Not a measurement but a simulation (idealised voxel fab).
You're looking at the process module voxel double patterning.
FYI the section here is cut, 215 nm wide, cells are 5 nm squares.
A cross-section is a grid of square cells, given in bands from the top down. A band is one or more rows of cells.
It is stipulated that each band's entry specify, in nanometres, the height of the top of the band and then that of its bottom, followed by the materials of the band in left-to-right sequence, each together with its width in nanometres. A single material marked by the word "everywhere" is understood to fill the band from edge to edge; the word "empty" is understood to denote empty space.
Heights are reckoned from 0. Under this level, the received wafer is all of one material. The bottommost band is open-ended downward, for example "0..down".
A two-number width, for instance "30 to 40", indicates that the width is equal to the first number in the top row of the band and to the second number in the bottom row, and that it changes by a constant amount per row of cells.
"no change", as given for a step, is the statement that not any cell of the cross-section underwent a change during that step.
In "Sealed internal cavities" the enclosed voids are listed, meaning empty spaces of 8 cells or larger without any opening to the top. The form is width x height at distance, distance from the left edge, units nm.
Step line, after settings: the simulator's comment on this step.
The optional step-line setting "overlay nm" applies to steps with a mask and quantifies how far to the right of its planned location the mask lay, a negative value indicating leftward placement.

**Set out below are the planned steps of the process**
step 1: RECEIVE (material Si)
step 2: CONFORMAL_DEP (material SiO2; thk nm 5)
step 3: DIRECTIONAL_DEP (material W; thk nm 20)
step 4: DIRECTIONAL_DEP (material SiCN; thk nm 5)
step 5: DIRECTIONAL_DEP (material aC; thk nm 10)
step 6: PATTERN (tone open; mask id FIRST; material resist; width nm 15; pitch nm 50; thk nm 25; overlay nm 0)
step 7: DIRECTIONAL_ETCH (etch materials aC; depth nm 10)
step 8: STRIP (etch materials resist)
step 9: DIRECTIONAL_ETCH (etch materials SiCN; depth nm 5)
step 10: STRIP (etch materials aC)
step 11: MASKED_ETCH (tone open; mask id SECOND; width nm 15; pitch nm 50; etch materials SiCN; depth nm 5; overlay nm 0)
step 12: DIRECTIONAL_ETCH (etch materials W; depth nm 20)
step 13: STRIP (etch materials SiCN)

**As received (post step 1): cross-section**
> 0..down: Si everywhere
> Sealed internal cavities: none

**What the wafer looks like in cross-section after this module, when it starts as shown above and follows the plan above but one mistake is made in running it**
> 20..0: 50 nm W / 15 nm empty / 10 nm W / 15 nm empty / 10 nm W / 15 nm empty / 10 nm W / 15 nm empty / 10 nm W / 15 nm empty / 50 nm W
> 0..down: Si everywhere
> Sealed internal cavities: none
Processing error: step 2 of the plan was bypassed and not carried out
